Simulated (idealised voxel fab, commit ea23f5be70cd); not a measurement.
Herein follows the process module entitled voxel gate over fins.
This is section cut - it's 180 nm across, gridded in 5 nm square cells.
How to read a cross-section here: the picture is a grid of square cells, written as bands going from the top down, and any band can span one or more rows of cells.
In this notation a band is specified by the heights of its top and bottom, in that order and in nm, after which its materials appear from left to right, each paired with its width in nm. The word "throughout" attached to a single material means that material fills the band from edge to edge; the word "blank" stands for empty space.
For the purposes of this specification, 0 denotes the height below which the wafer in its as-received condition is composed wholly of one material, and the lowermost band, lacking a lower limit, extends downward without end, as expressed in "z 0 and below".
A two-number width, for instance "30..40", indicates that the width is equal to the first number in the top row of the band and to the second number in the bottom row, and that it changes by a constant amount per row of cells.
You'll sometimes find "changes: none" written for a step, and that's the way of saying that nowhere in the cross-section did a cell change during that step.
For the entry "Tabulated closed voids", the listed items are empty spaces with no open way to the top whose size is 8 cells or more; each item follows the pattern width x height at distance, where distance is from the left edge and all three are in nm.
Read whatever lies past the settings on a step's line as the simulator's own remark about the step.
For masked steps, "overlay nm" on the step line gives how far right of plan the mask actually lay; a minus sign means it lay to the left.
Pairs, read this way: before one process step on the one hand, after it on the other, the after cross-section ending at the lowest band that changed; the step between, settings included, beneath. Same starting wafer throughout, but possibly different runs of this module, so no pair continues from the pair above unless its entry headed "Pre-step geometry" says so.

## Pre-step geometry
> z 0 and below: Si throughout
> Tabulated closed voids: none

## Cut View, Post-Step
> z 10 to 0: SiN throughout
> At heights below 0, the structure remains unaltered.
> Tabulated closed voids: none
Link between the two cross-sections above: CONFORMAL_DEP (material SiN; thk nm 10)

Pre-step geometry: per the after cross-section of the pair just above.

## Cut View, Post-Step
> z 30 to 10: blank 30, resist 15, blank 20, resist 15, blank 20, resist 15, blank 20, resist 15, blank 30
> At heights below 10, the structure remains unaltered.
> Tabulated closed voids: none
Link between the two cross-sections above: PATTERN (tone cover; mask id FINS; material resist; width nm 15; pitch nm 35; thk nm 20; overlay nm 0)

Pre-step geometry: per the after cross-section of the pair just above.

## Cut View, Post-Step
> z 30 to 10: blank 30, resist 15, blank 20, resist 15, blank 20, resist 15, blank 20, resist 15, blank 30
> z 10 to 0: blank 30, SiN 15, blank 20, SiN 15, blank 20, SiN 15, blank 20, SiN 15, blank 30
> At heights below 0, the structure remains unaltered.
> Tabulated closed voids: none
Link between the two cross-sections above: DIRECTIONAL_ETCH (etch materials SiN; depth nm 10)

Pre-step geometry: per the after cross-section of the pair just above.

## Cut View, Post-Step
> z 30 to 10: blank 30, resist 15, blank 20, resist 15, blank 20, resist 15, blank 20, resist 15, blank 30
> z 10 to 0: blank 30, SiN 15, blank 20, SiN 15, blank 20, SiN 15, blank 20, SiN 15, blank 30
> z 0 to -35: blank 30, Si 15, blank 20, Si 15, blank 20, Si 15, blank 20, Si 15, blank 30
> At heights below -35, the structure remains unaltered.
> Tabulated closed voids: none
Link between the two cross-sections above: DIRECTIONAL_ETCH (etch materials Si; depth nm 35)

Pre-step geometry: per the after cross-section of the pair just above.

## Cut View, Post-Step
> z 10 to 0: blank 30, SiN 15, blank 20, SiN 15, blank 20, SiN 15, blank 20, SiN 15, blank 30
> At heights below 0, the structure remains unaltered.
> Tabulated closed voids: none
Link between the two cross-sections above: STRIP (etch materials resist)

Pre-step geometry: per the after cross-section of the pair just above.

## Cut View, Post-Step
> z 10 to 0: blank 30, SiN 15, blank 20, SiN 15, blank 20, SiN 15, blank 20, SiN 15, blank 30
> z 0 to -35: blank 30, SiO2 5, Si 5, SiO2 5, blank 20, SiO2 5, Si 5, SiO2 5, blank 20, SiO2 5, Si 5, SiO2 5, blank 20, SiO2 5, Si 5, SiO2 5, blank 30
> z -35 to -40: SiO2 35, Si 5, SiO2 30, Si 5, SiO2 30, Si 5, SiO2 30, Si 5, SiO2 35
> At heights below -40, the structure remains unaltered.
> Tabulated closed voids: none
Link between the two cross-sections above: OXIDIZE (depth nm 5)

Pre-step geometry: per the after cross-section of the pair just above.

## Cut View, Post-Step
> z 15 to 10: SiO2 throughout
> z 10 to 0: SiO2 30, SiN 15, SiO2 20, SiN 15, SiO2 20, SiN 15, SiO2 20, SiN 15, SiO2 30
> z 0 to -40: SiO2 35, Si 5, SiO2 30, Si 5, SiO2 30, Si 5, SiO2 30, Si 5, SiO2 35
> At heights below -40, the structure remains unaltered.
> Tabulated closed voids: none
Link between the two cross-sections above: FILL_DEP (material SiO2; thk nm 5)

Pre-step geometry: per the after cross-section of the pair just above.

## Cut View, Post-Step
> z 10 to 0: SiO2 30, SiN 15, SiO2 20, SiN 15, SiO2 20, SiN 15, SiO2 20, SiN 15, SiO2 30
> At heights below 0, the structure remains unaltered.
> Tabulated closed voids: none
Link between the two cross-sections above: CMP (height nm 10)

Pre-step geometry: per the after cross-section of the pair just above.

## Cut View, Post-Step
> z 10 to 0: blank 30, SiN 15, blank 20, SiN 15, blank 20, SiN 15, blank 20, SiN 15, blank 30
> z 0 to -15: blank 35, Si 5, blank 30, Si 5, blank 30, Si 5, blank 30, Si 5, blank 35
> At heights below -15, the structure remains unaltered.
> Tabulated closed voids: none
Link between the two cross-sections above: SELECTIVE_ETCH (etch materials SiO2; depth nm 25)

Pre-step geometry: per the after cross-section of the pair just above.

## Cut View, Post-Step
> z 0 to -15: blank 35, Si 5, blank 30, Si 5, blank 30, Si 5, blank 30, Si 5, blank 35
> At heights below -15, the structure remains unaltered.
> Tabulated closed voids: none
Link between the two cross-sections above: STRIP (etch materials SiN)

Pre-step geometry: per the after cross-section of the pair just above.

## Cut View, Post-Step
> z 5 to 0: blank 30, HfO2 15, blank 20, HfO2 15, blank 20, HfO2 15, blank 20, HfO2 15, blank 30
> z 0 to -10: blank 30, HfO2 5, Si 5, HfO2 5, blank 20, HfO2 5, Si 5, HfO2 5, blank 20, HfO2 5, Si 5, HfO2 5, blank 20, HfO2 5, Si 5, HfO2 5, blank 30
> z -10 to -15: HfO2 35, Si 5, HfO2 30, Si 5, HfO2 30, Si 5, HfO2 30, Si 5, HfO2 35
> At heights below -15, the structure remains unaltered.
> Tabulated closed voids: none
Link between the two cross-sections above: CONFORMAL_DEP (material HfO2; thk nm 5)

Pre-step geometry: per the after cross-section of the pair just above.

## Cut View, Post-Step
> z 10 to 5: blank 25, TiN 25, blank 10, TiN 25, blank 10, TiN 25, blank 10, TiN 25, blank 25
> z 5 to 0: blank 25, TiN 5, HfO2 15, TiN 5, blank 10, TiN 5, HfO2 15, TiN 5, blank 10, TiN 5, HfO2 15, TiN 5, blank 10, TiN 5, HfO2 15, TiN 5, blank 25
> z 0 to -5: blank 25, TiN 5, HfO2 5, Si 5, HfO2 5, TiN 5, blank 10, TiN 5, HfO2 5, Si 5, HfO2 5, TiN 5, blank 10, TiN 5, HfO2 5, Si 5, HfO2 5, TiN 5, blank 10, TiN 5, HfO2 5, Si 5, HfO2 5, TiN 5, blank 25
> z -5 to -10: TiN 30, HfO2 5, Si 5, HfO2 5, TiN 20, HfO2 5, Si 5, HfO2 5, TiN 20, HfO2 5, Si 5, HfO2 5, TiN 20, HfO2 5, Si 5, HfO2 5, TiN 30
> At heights below -10, the structure remains unaltered.
> Tabulated closed voids: none
Link between the two cross-sections above: CONFORMAL_DEP (material TiN; thk nm 5)

Pre-step geometry: per the after cross-section of the pair just above.

## Cut View, Post-Step
> z 20 to 10: W throughout
> z 10 to 5: W 25, TiN 25, W 10, TiN 25, W 10, TiN 25, W 10, TiN 25, W 25
> z 5 to 0: W 25, TiN 5, HfO2 15, TiN 5, W 10, TiN 5, HfO2 15, TiN 5, W 10, TiN 5, HfO2 15, TiN 5, W 10, TiN 5, HfO2 15, TiN 5, W 25
> z 0 to -5: W 25, TiN 5, HfO2 5, Si 5, HfO2 5, TiN 5, W 10, TiN 5, HfO2 5, Si 5, HfO2 5, TiN 5, W 10, TiN 5, HfO2 5, Si 5, HfO2 5, TiN 5, W 10, TiN 5, HfO2 5, Si 5, HfO2 5, TiN 5, W 25
> At heights below -5, the structure remains unaltered.
> Tabulated closed voids: none
Link between the two cross-sections above: FILL_DEP (material W; thk nm 10)

Pre-step geometry: per the after cross-section of the pair just above.

## Cut View, Post-Step
> z 15 to 10: W throughout
> At heights below 10, the structure remains unaltered.
> Tabulated closed voids: none
Link between the two cross-sections above: CMP (height nm 15)

Pre-step geometry: per the after cross-section of the pair just above.

## Cut View, Post-Step
> z 20 to 15: SiN throughout
> At heights below 15, the structure remains unaltered.
> Tabulated closed voids: none
Link between the two cross-sections above: CONFORMAL_DEP (material SiN; thk nm 5)

## Pre-step geometry
> z 0 to -15: blank 35, Si 5, blank 30, Si 5, blank 30, Si 5, blank 30, Si 5, blank 35
> z -15 to -40: SiO2 35, Si 5, SiO2 30, Si 5, SiO2 30, Si 5, SiO2 30, Si 5, SiO2 35
> z -40 and below: Si throughout
> Tabulated closed voids: none

## Cut View, Post-Step
> z 5 to 0: blank 30, TiN 15, blank 20, TiN 15, blank 20, TiN 15, blank 20, TiN 15, blank 30
> z 0 to -10: blank 30, TiN 5, Si 5, TiN 5, blank 20, TiN 5, Si 5, TiN 5, blank 20, TiN 5, Si 5, TiN 5, blank 20, TiN 5, Si 5, TiN 5, blank 30
> z -10 to -15: TiN 35, Si 5, TiN 30, Si 5, TiN 30, Si 5, TiN 30, Si 5, TiN 35
> At heights below -15, the structure remains unaltered.
> Tabulated closed voids: none
Link between the two cross-sections above: CONFORMAL_DEP (material TiN; thk nm 5)

Pre-step geometry: per the after cross-section of the pair just above.

## Cut View, Post-Step
> z 15 to 5: W throughout
> z 5 to 0: W 30, TiN 15, W 20, TiN 15, W 20, TiN 15, W 20, TiN 15, W 30
> z 0 to -10: W 30, TiN 5, Si 5, TiN 5, W 20, TiN 5, Si 5, TiN 5, W 20, TiN 5, Si 5, TiN 5, W 20, TiN 5, Si 5, TiN 5, W 30
> At heights below -10, the structure remains unaltered.
> Tabulated closed voids: none
Link between the two cross-sections above: FILL_DEP (material W; thk nm 10)

Pre-step geometry: per the after cross-section of the pair just above.

## Cut View, Post-Step
> z 20 to 15: SiN throughout
> At heights below 15, the structure remains unaltered.
> Tabulated closed voids: none
Link between the two cross-sections above: CONFORMAL_DEP (material SiN; thk nm 5)

## Pre-step geometry
> z 30 to 10: blank 30, resist 15, blank 20, resist 15, blank 20, resist 15, blank 20, resist 15, blank 30
> z 10 to 0: blank 30, SiN 15, blank 20, SiN 15, blank 20, SiN 15, blank 20, SiN 15, blank 30
> z 0 to -35: blank 30, Si 15, blank 20, Si 15, blank 20, Si 15, blank 20, Si 15, blank 30
> z -35 and below: Si throughout
> Tabulated closed voids: none

## Cut View, Post-Step
> z 30 to 10: blank 30, resist 15, blank 20, resist 15, blank 20, resist 15, blank 20, resist 15, blank 30
> z 10 to 0: blank 30, SiN 15, blank 20, SiN 15, blank 20, SiN 15, blank 20, SiN 15, blank 30
> z 0 to -70: blank 30, Si 15, blank 20, Si 15, blank 20, Si 15, blank 20, Si 15, blank 30
> At heights below -70, the structure remains unaltered.
> Tabulated closed voids: none
Link between the two cross-sections above: DIRECTIONAL_ETCH (etch materials Si; depth nm 35)

Pre-step geometry: per the after cross-section of the pair just above.

## Cut View, Post-Step
> z 10 to 0: blank 30, SiN 15, blank 20, SiN 15, blank 20, SiN 15, blank 20, SiN 15, blank 30
> At heights below 0, the structure remains unaltered.
> Tabulated closed voids: none
Link between the two cross-sections above: STRIP (etch materials resist)

Pre-step geometry: per the after cross-section of the pair just above.

## Cut View, Post-Step
> z 10 to 0: blank 30, SiN 15, blank 20, SiN 15, blank 20, SiN 15, blank 20, SiN 15, blank 30
> z 0 to -70: blank 30, SiO2 5, Si 5, SiO2 5, blank 20, SiO2 5, Si 5, SiO2 5, blank 20, SiO2 5, Si 5, SiO2 5, blank 20, SiO2 5, Si 5, SiO2 5, blank 30
> z -70 to -75: SiO2 35, Si 5, SiO2 30, Si 5, SiO2 30, Si 5, SiO2 30, Si 5, SiO2 35
> At heights below -75, the structure remains unaltered.
> Tabulated closed voids: none
Link between the two cross-sections above: OXIDIZE (depth nm 5)

Pre-step geometry: per the after cross-section of the pair just above.

## Cut View, Post-Step
> z 15 to 10: SiO2 throughout
> z 10 to 0: SiO2 30, SiN 15, SiO2 20, SiN 15, SiO2 20, SiN 15, SiO2 20, SiN 15, SiO2 30
> z 0 to -75: SiO2 35, Si 5, SiO2 30, Si 5, SiO2 30, Si 5, SiO2 30, Si 5, SiO2 35
> At heights below -75, the structure remains unaltered.
> Tabulated closed voids: none
Link between the two cross-sections above: FILL_DEP (material SiO2; thk nm 5)

Pre-step geometry: per the after cross-section of the pair just above.

## Cut View, Post-Step
> z 10 to 0: SiO2 30, SiN 15, SiO2 20, SiN 15, SiO2 20, SiN 15, SiO2 20, SiN 15, SiO2 30
> At heights below 0, the structure remains unaltered.
> Tabulated closed voids: none
Link between the two cross-sections above: CMP (height nm 10)

Pre-step geometry: per the after cross-section of the pair just above.

## Cut View, Post-Step
> z 10 to 0: blank 30, SiN 15, blank 20, SiN 15, blank 20, SiN 15, blank 20, SiN 15, blank 30
> z 0 to -15: blank 35, Si 5, blank 30, Si 5, blank 30, Si 5, blank 30, Si 5, blank 35
> At heights below -15, the structure remains unaltered.
> Tabulated closed voids: none
Link between the two cross-sections above: SELECTIVE_ETCH (etch materials SiO2; depth nm 25)

Pre-step geometry: per the after cross-section of the pair just above.

## Cut View, Post-Step
> z 0 to -15: blank 35, Si 5, blank 30, Si 5, blank 30, Si 5, blank 30, Si 5, blank 35
> At heights below -15, the structure remains unaltered.
> Tabulated closed voids: none
Link between the two cross-sections above: STRIP (etch materials SiN)

Pre-step geometry: per the after cross-section of the pair just above.

## Cut View, Post-Step
> z 5 to 0: blank 30, HfO2 15, blank 20, HfO2 15, blank 20, HfO2 15, blank 20, HfO2 15, blank 30
> z 0 to -10: blank 30, HfO2 5, Si 5, HfO2 5, blank 20, HfO2 5, Si 5, HfO2 5, blank 20, HfO2 5, Si 5, HfO2 5, blank 20, HfO2 5, Si 5, HfO2 5, blank 30
> z -10 to -15: HfO2 35, Si 5, HfO2 30, Si 5, HfO2 30, Si 5, HfO2 30, Si 5, HfO2 35
> At heights below -15, the structure remains unaltered.
> Tabulated closed voids: none
Link between the two cross-sections above: CONFORMAL_DEP (material HfO2; thk nm 5)

Pre-step geometry: per the after cross-section of the pair just above.

## Cut View, Post-Step
> z 10 to 5: blank 25, TiN 25, blank 10, TiN 25, blank 10, TiN 25, blank 10, TiN 25, blank 25
> z 5 to 0: blank 25, TiN 5, HfO2 15, TiN 5, blank 10, TiN 5, HfO2 15, TiN 5, blank 10, TiN 5, HfO2 15, TiN 5, blank 10, TiN 5, HfO2 15, TiN 5, blank 25
> z 0 to -5: blank 25, TiN 5, HfO2 5, Si 5, HfO2 5, TiN 5, blank 10, TiN 5, HfO2 5, Si 5, HfO2 5, TiN 5, blank 10, TiN 5, HfO2 5, Si 5, HfO2 5, TiN 5, blank 10, TiN 5, HfO2 5, Si 5, HfO2 5, TiN 5, blank 25
> z -5 to -10: TiN 30, HfO2 5, Si 5, HfO2 5, TiN 20, HfO2 5, Si 5, HfO2 5, TiN 20, HfO2 5, Si 5, HfO2 5, TiN 20, HfO2 5, Si 5, HfO2 5, TiN 30
> At heights below -10, the structure remains unaltered.
> Tabulated closed voids: none
Link between the two cross-sections above: CONFORMAL_DEP (material TiN; thk nm 5)

Pre-step geometry: per the after cross-section of the pair just above.

## Cut View, Post-Step
> z 20 to 10: W throughout
> z 10 to 5: W 25, TiN 25, W 10, TiN 25, W 10, TiN 25, W 10, TiN 25, W 25
> z 5 to 0: W 25, TiN 5, HfO2 15, TiN 5, W 10, TiN 5, HfO2 15, TiN 5, W 10, TiN 5, HfO2 15, TiN 5, W 10, TiN 5, HfO2 15, TiN 5, W 25
> z 0 to -5: W 25, TiN 5, HfO2 5, Si 5, HfO2 5, TiN 5, W 10, TiN 5, HfO2 5, Si 5, HfO2 5, TiN 5, W 10, TiN 5, HfO2 5, Si 5, HfO2 5, TiN 5, W 10, TiN 5, HfO2 5, Si 5, HfO2 5, TiN 5, W 25
> At heights below -5, the structure remains unaltered.
> Tabulated closed voids: none
Link between the two cross-sections above: FILL_DEP (material W; thk nm 10)

Pre-step geometry: per the after cross-section of the pair just above.

## Cut View, Post-Step
> z 15 to 10: W throughout
> At heights below 10, the structure remains unaltered.
> Tabulated closed voids: none
Link between the two cross-sections above: CMP (height nm 15)

Pre-step geometry: per the after cross-section of the pair just above.

## Cut View, Post-Step
> z 20 to 15: SiN throughout
> At heights below 15, the structure remains unaltered.
> Tabulated closed voids: none
Link between the two cross-sections above: CONFORMAL_DEP (material SiN; thk nm 5)

## Pre-step geometry
> z 5 to 0: blank 30, TiN 15, blank 20, TiN 15, blank 20, TiN 15, blank 20, TiN 15, blank 30
> z 0 to -10: blank 30, TiN 5, Si 5, TiN 5, blank 20, TiN 5, Si 5, TiN 5, blank 20, TiN 5, Si 5, TiN 5, blank 20, TiN 5, Si 5, TiN 5, blank 30
> z -10 to -15: TiN 35, Si 5, TiN 30, Si 5, TiN 30, Si 5, TiN 30, Si 5, TiN 35
> z -15 to -40: SiO2 35, Si 5, SiO2 30, Si 5, SiO2 30, Si 5, SiO2 30, Si 5, SiO2 35
> z -40 and below: Si throughout
> Tabulated closed voids: none

## Cut View, Post-Step
> z 10 to 5: blank 25, HfO2 25, blank 10, HfO2 25, blank 10, HfO2 25, blank 10, HfO2 25, blank 25
> z 5 to 0: blank 25, HfO2 5, TiN 15, HfO2 5, blank 10, HfO2 5, TiN 15, HfO2 5, blank 10, HfO2 5, TiN 15, HfO2 5, blank 10, HfO2 5, TiN 15, HfO2 5, blank 25
> z 0 to -5: blank 25, HfO2 5, TiN 5, Si 5, TiN 5, HfO2 5, blank 10, HfO2 5, TiN 5, Si 5, TiN 5, HfO2 5, blank 10, HfO2 5, TiN 5, Si 5, TiN 5, HfO2 5, blank 10, HfO2 5, TiN 5, Si 5, TiN 5, HfO2 5, blank 25
> z -5 to -10: HfO2 30, TiN 5, Si 5, TiN 5, HfO2 20, TiN 5, Si 5, TiN 5, HfO2 20, TiN 5, Si 5, TiN 5, HfO2 20, TiN 5, Si 5, TiN 5, HfO2 30
> At heights below -10, the structure remains unaltered.
> Tabulated closed voids: none
Link between the two cross-sections above: CONFORMAL_DEP (material HfO2; thk nm 5)

Pre-step geometry: per the after cross-section of the pair just above.

## Cut View, Post-Step
> z 20 to 10: W throughout
> z 10 to 5: W 25, HfO2 25, W 10, HfO2 25, W 10, HfO2 25, W 10, HfO2 25, W 25
> z 5 to 0: W 25, HfO2 5, TiN 15, HfO2 5, W 10, HfO2 5, TiN 15, HfO2 5, W 10, HfO2 5, TiN 15, HfO2 5, W 10, HfO2 5, TiN 15, HfO2 5, W 25
> z 0 to -5: W 25, HfO2 5, TiN 5, Si 5, TiN 5, HfO2 5, W 10, HfO2 5, TiN 5, Si 5, TiN 5, HfO2 5, W 10, HfO2 5, TiN 5, Si 5, TiN 5, HfO2 5, W 10, HfO2 5, TiN 5, Si 5, TiN 5, HfO2 5, W 25
> At heights below -5, the structure remains unaltered.
> Tabulated closed voids: none
Link between the two cross-sections above: FILL_DEP (material W; thk nm 10)

Pre-step geometry: per the after cross-section of the pair just above.

## Cut View, Post-Step
> z 15 to 10: W throughout
> At heights below 10, the structure remains unaltered.
> Tabulated closed voids: none
Link between the two cross-sections above: CMP (height nm 15)

Pre-step geometry: per the after cross-section of the pair just above.

## Cut View, Post-Step
> z 20 to 15: SiN throughout
> At heights below 15, the structure remains unaltered.
> Tabulated closed voids: none
Link between the two cross-sections above: CONFORMAL_DEP (material SiN; thk nm 5)

## Pre-step geometry
> z 20 to 10: W throughout
> z 10 to 5: W 25, TiN 25, W 10, TiN 25, W 10, TiN 25, W 10, TiN 25, W 25
> z 5 to 0: W 25, TiN 5, HfO2 15, TiN 5, W 10, TiN 5, HfO2 15, TiN 5, W 10, TiN 5, HfO2 15, TiN 5, W 10, TiN 5, HfO2 15, TiN 5, W 25
> z 0 to -5: W 25, TiN 5, HfO2 5, Si 5, HfO2 5, TiN 5, W 10, TiN 5, HfO2 5, Si 5, HfO2 5, TiN 5, W 10, TiN 5, HfO2 5, Si 5, HfO2 5, TiN 5, W 10, TiN 5, HfO2 5, Si 5, HfO2 5, TiN 5, W 25
> z -5 to -10: TiN 30, HfO2 5, Si 5, HfO2 5, TiN 20, HfO2 5, Si 5, HfO2 5, TiN 20, HfO2 5, Si 5, HfO2 5, TiN 20, HfO2 5, Si 5, HfO2 5, TiN 30
> z -10 to -15: HfO2 35, Si 5, HfO2 30, Si 5, HfO2 30, Si 5, HfO2 30, Si 5, HfO2 35
> z -15 to -40: SiO2 35, Si 5, SiO2 30, Si 5, SiO2 30, Si 5, SiO2 30, Si 5, SiO2 35
> z -40 and below: Si throughout
> Tabulated closed voids: none

## Cut View, Post-Step
> z 5 to 0: W 25, TiN 5, HfO2 15, TiN 5, W 10, TiN 5, HfO2 15, TiN 5, W 10, TiN 5, HfO2 15, TiN 5, W 10, TiN 5, HfO2 15, TiN 5, W 25
> At heights below 0, the structure remains unaltered.
> Tabulated closed voids: none
Link between the two cross-sections above: CMP (height nm 5)

Pre-step geometry: per the after cross-section of the pair just above.

## Cut View, Post-Step
> z 10 to 5: SiN throughout
> At heights below 5, the structure remains unaltered.
> Tabulated closed voids: none
Link between the two cross-sections above: CONFORMAL_DEP (material SiN; thk nm 5)

## Pre-step geometry
> z 10 to 0: SiN throughout
> z 0 and below: Si throughout
> Tabulated closed voids: none

## Cut View, Post-Step
> z 30 to 10: blank 30, resist 20, blank 15, resist 20, blank 15, resist 20, blank 15, resist 20, blank 25
> At heights below 10, the structure remains unaltered.
> Tabulated closed voids: none
Link between the two cross-sections above: PATTERN (tone cover; mask id FINS; material resist; width nm 20; pitch nm 35; thk nm 20; overlay nm 0)

Pre-step geometry: per the after cross-section of the pair just above.

## Cut View, Post-Step
> z 30 to 10: blank 30, resist 20, blank 15, resist 20, blank 15, resist 20, blank 15, resist 20, blank 25
> z 10 to 0: blank 30, SiN 20, blank 15, SiN 20, blank 15, SiN 20, blank 15, SiN 20, blank 25
> At heights below 0, the structure remains unaltered.
> Tabulated closed voids: none
Link between the two cross-sections above: DIRECTIONAL_ETCH (etch materials SiN; depth nm 10)

Pre-step geometry: per the after cross-section of the pair just above.

## Cut View, Post-Step
> z 30 to 10: blank 30, resist 20, blank 15, resist 20, blank 15, resist 20, blank 15, resist 20, blank 25
> z 10 to 0: blank 30, SiN 20, blank 15, SiN 20, blank 15, SiN 20, blank 15, SiN 20, blank 25
> z 0 to -35: blank 30, Si 20, blank 15, Si 20, blank 15, Si 20, blank 15, Si 20, blank 25
> At heights below -35, the structure remains unaltered.
> Tabulated closed voids: none
Link between the two cross-sections above: DIRECTIONAL_ETCH (etch materials Si; depth nm 35)

Pre-step geometry: per the after cross-section of the pair just above.

## Cut View, Post-Step
> z 10 to 0: blank 30, SiN 20, blank 15, SiN 20, blank 15, SiN 20, blank 15, SiN 20, blank 25
> At heights below 0, the structure remains unaltered.
> Tabulated closed voids: none
Link between the two cross-sections above: STRIP (etch materials resist)

Pre-step geometry: per the after cross-section of the pair just above.

## Cut View, Post-Step
> z 10 to 0: blank 30, SiN 20, blank 15, SiN 20, blank 15, SiN 20, blank 15, SiN 20, blank 25
> z 0 to -35: blank 30, SiO2 5, Si 10, SiO2 5, blank 15, SiO2 5, Si 10, SiO2 5, blank 15, SiO2 5, Si 10, SiO2 5, blank 15, SiO2 5, Si 10, SiO2 5, blank 25
> z -35 to -40: SiO2 35, Si 10, SiO2 25, Si 10, SiO2 25, Si 10, SiO2 25, Si 10, SiO2 30
> At heights below -40, the structure remains unaltered.
> Tabulated closed voids: none
Link between the two cross-sections above: OXIDIZE (depth nm 5)

Pre-step geometry: per the after cross-section of the pair just above.

## Cut View, Post-Step
> z 15 to 10: SiO2 throughout
> z 10 to 0: SiO2 30, SiN 20, SiO2 15, SiN 20, SiO2 15, SiN 20, SiO2 15, SiN 20, SiO2 25
> z 0 to -40: SiO2 35, Si 10, SiO2 25, Si 10, SiO2 25, Si 10, SiO2 25, Si 10, SiO2 30
> At heights below -40, the structure remains unaltered.
> Tabulated closed voids: none
Link between the two cross-sections above: FILL_DEP (material SiO2; thk nm 5)

Pre-step geometry: per the after cross-section of the pair just above.

## Cut View, Post-Step
> z 10 to 0: SiO2 30, SiN 20, SiO2 15, SiN 20, SiO2 15, SiN 20, SiO2 15, SiN 20, SiO2 25
> At heights below 0, the structure remains unaltered.
> Tabulated closed voids: none
Link between the two cross-sections above: CMP (height nm 10)

Pre-step geometry: per the after cross-section of the pair just above.

## Cut View, Post-Step
> z 10 to 0: blank 30, SiN 20, blank 15, SiN 20, blank 15, SiN 20, blank 15, SiN 20, blank 25
> z 0 to -15: blank 35, Si 10, blank 25, Si 10, blank 25, Si 10, blank 25, Si 10, blank 30
> At heights below -15, the structure remains unaltered.
> Tabulated closed voids: none
Link between the two cross-sections above: SELECTIVE_ETCH (etch materials SiO2; depth nm 25)

Pre-step geometry: per the after cross-section of the pair just above.

## Cut View, Post-Step
> z 0 to -15: blank 35, Si 10, blank 25, Si 10, blank 25, Si 10, blank 25, Si 10, blank 30
> At heights below -15, the structure remains unaltered.
> Tabulated closed voids: none
Link between the two cross-sections above: STRIP (etch materials SiN)

Pre-step geometry: per the after cross-section of the pair just above.

## Cut View, Post-Step
> z 5 to 0: blank 30, HfO2 20, blank 15, HfO2 20, blank 15, HfO2 20, blank 15, HfO2 20, blank 25
> z 0 to -10: blank 30, HfO2 5, Si 10, HfO2 5, blank 15, HfO2 5, Si 10, HfO2 5, blank 15, HfO2 5, Si 10, HfO2 5, blank 15, HfO2 5, Si 10, HfO2 5, blank 25
> z -10 to -15: HfO2 35, Si 10, HfO2 25, Si 10, HfO2 25, Si 10, HfO2 25, Si 10, HfO2 30
> At heights below -15, the structure remains unaltered.
> Tabulated closed voids: none
Link between the two cross-sections above: CONFORMAL_DEP (material HfO2; thk nm 5)

Pre-step geometry: per the after cross-section of the pair just above.

## Cut View, Post-Step
> z 10 to 5: blank 25, TiN 30, blank 5, TiN 30, blank 5, TiN 30, blank 5, TiN 30, blank 20
> z 5 to 0: blank 25, TiN 5, HfO2 20, TiN 5, blank 5, TiN 5, HfO2 20, TiN 5, blank 5, TiN 5, HfO2 20, TiN 5, blank 5, TiN 5, HfO2 20, TiN 5, blank 20
> z 0 to -5: blank 25, TiN 5, HfO2 5, Si 10, HfO2 5, TiN 5, blank 5, TiN 5, HfO2 5, Si 10, HfO2 5, TiN 5, blank 5, TiN 5, HfO2 5, Si 10, HfO2 5, TiN 5, blank 5, TiN 5, HfO2 5, Si 10, HfO2 5, TiN 5, blank 20
> z -5 to -10: TiN 30, HfO2 5, Si 10, HfO2 5, TiN 15, HfO2 5, Si 10, HfO2 5, TiN 15, HfO2 5, Si 10, HfO2 5, TiN 15, HfO2 5, Si 10, HfO2 5, TiN 25
> At heights below -10, the structure remains unaltered.
> Tabulated closed voids: none
Link between the two cross-sections above: CONFORMAL_DEP (material TiN; thk nm 5)

Pre-step geometry: per the after cross-section of the pair just above.

## Cut View, Post-Step
> z 20 to 10: W throughout
> z 10 to 5: W 25, TiN 30, W 5, TiN 30, W 5, TiN 30, W 5, TiN 30, W 20
> z 5 to 0: W 25, TiN 5, HfO2 20, TiN 5, W 5, TiN 5, HfO2 20, TiN 5, W 5, TiN 5, HfO2 20, TiN 5, W 5, TiN 5, HfO2 20, TiN 5, W 20
> z 0 to -5: W 25, TiN 5, HfO2 5, Si 10, HfO2 5, TiN 5, W 5, TiN 5, HfO2 5, Si 10, HfO2 5, TiN 5, W 5, TiN 5, HfO2 5, Si 10, HfO2 5, TiN 5, W 5, TiN 5, HfO2 5, Si 10, HfO2 5, TiN 5, W 20
> At heights below -5, the structure remains unaltered.
> Tabulated closed voids: none
Link between the two cross-sections above: FILL_DEP (material W; thk nm 10)

Pre-step geometry: per the after cross-section of the pair just above.

## Cut View, Post-Step
> z 15 to 10: W throughout
> At heights below 10, the structure remains unaltered.
> Tabulated closed voids: none
Link between the two cross-sections above: CMP (height nm 15)

Pre-step geometry: per the after cross-section of the pair just above.

## Cut View, Post-Step
> z 20 to 15: SiN throughout
> At heights below 15, the structure remains unaltered.
> Tabulated closed voids: none
Link between the two cross-sections above: CONFORMAL_DEP (material SiN; thk nm 5)

## Pre-step geometry
> z 10 to 0: SiN throughout
> z 0 and below: Si throughout
> Tabulated closed voids: none

## Cut View, Post-Step
> z 30 to 10: blank 20, resist 15, blank 20, resist 15, blank 20, resist 15, blank 20, resist 15, blank 40
> At heights below 10, the structure remains unaltered.
> Tabulated closed voids: none
Link between the two cross-sections above: PATTERN (tone cover; mask id FINS; material resist; width nm 15; pitch nm 35; thk nm 20; overlay nm -10)

Pre-step geometry: per the after cross-section of the pair just above.

## Cut View, Post-Step
> z 30 to 10: blank 20, resist 15, blank 20, resist 15, blank 20, resist 15, blank 20, resist 15, blank 40
> z 10 to 0: blank 20, SiN 15, blank 20, SiN 15, blank 20, SiN 15, blank 20, SiN 15, blank 40
> At heights below 0, the structure remains unaltered.
> Tabulated closed voids: none
Link between the two cross-sections above: DIRECTIONAL_ETCH (etch materials SiN; depth nm 10)

Pre-step geometry: per the after cross-section of the pair just above.

## Cut View, Post-Step
> z 30 to 10: blank 20, resist 15, blank 20, resist 15, blank 20, resist 15, blank 20, resist 15, blank 40
> z 10 to 0: blank 20, SiN 15, blank 20, SiN 15, blank 20, SiN 15, blank 20, SiN 15, blank 40
> z 0 to -35: blank 20, Si 15, blank 20, Si 15, blank 20, Si 15, blank 20, Si 15, blank 40
> At heights below -35, the structure remains unaltered.
> Tabulated closed voids: none
Link between the two cross-sections above: DIRECTIONAL_ETCH (etch materials Si; depth nm 35)

Pre-step geometry: per the after cross-section of the pair just above.

## Cut View, Post-Step
> z 10 to 0: blank 20, SiN 15, blank 20, SiN 15, blank 20, SiN 15, blank 20, SiN 15, blank 40
> At heights below 0, the structure remains unaltered.
> Tabulated closed voids: none
Link between the two cross-sections above: STRIP (etch materials resist)
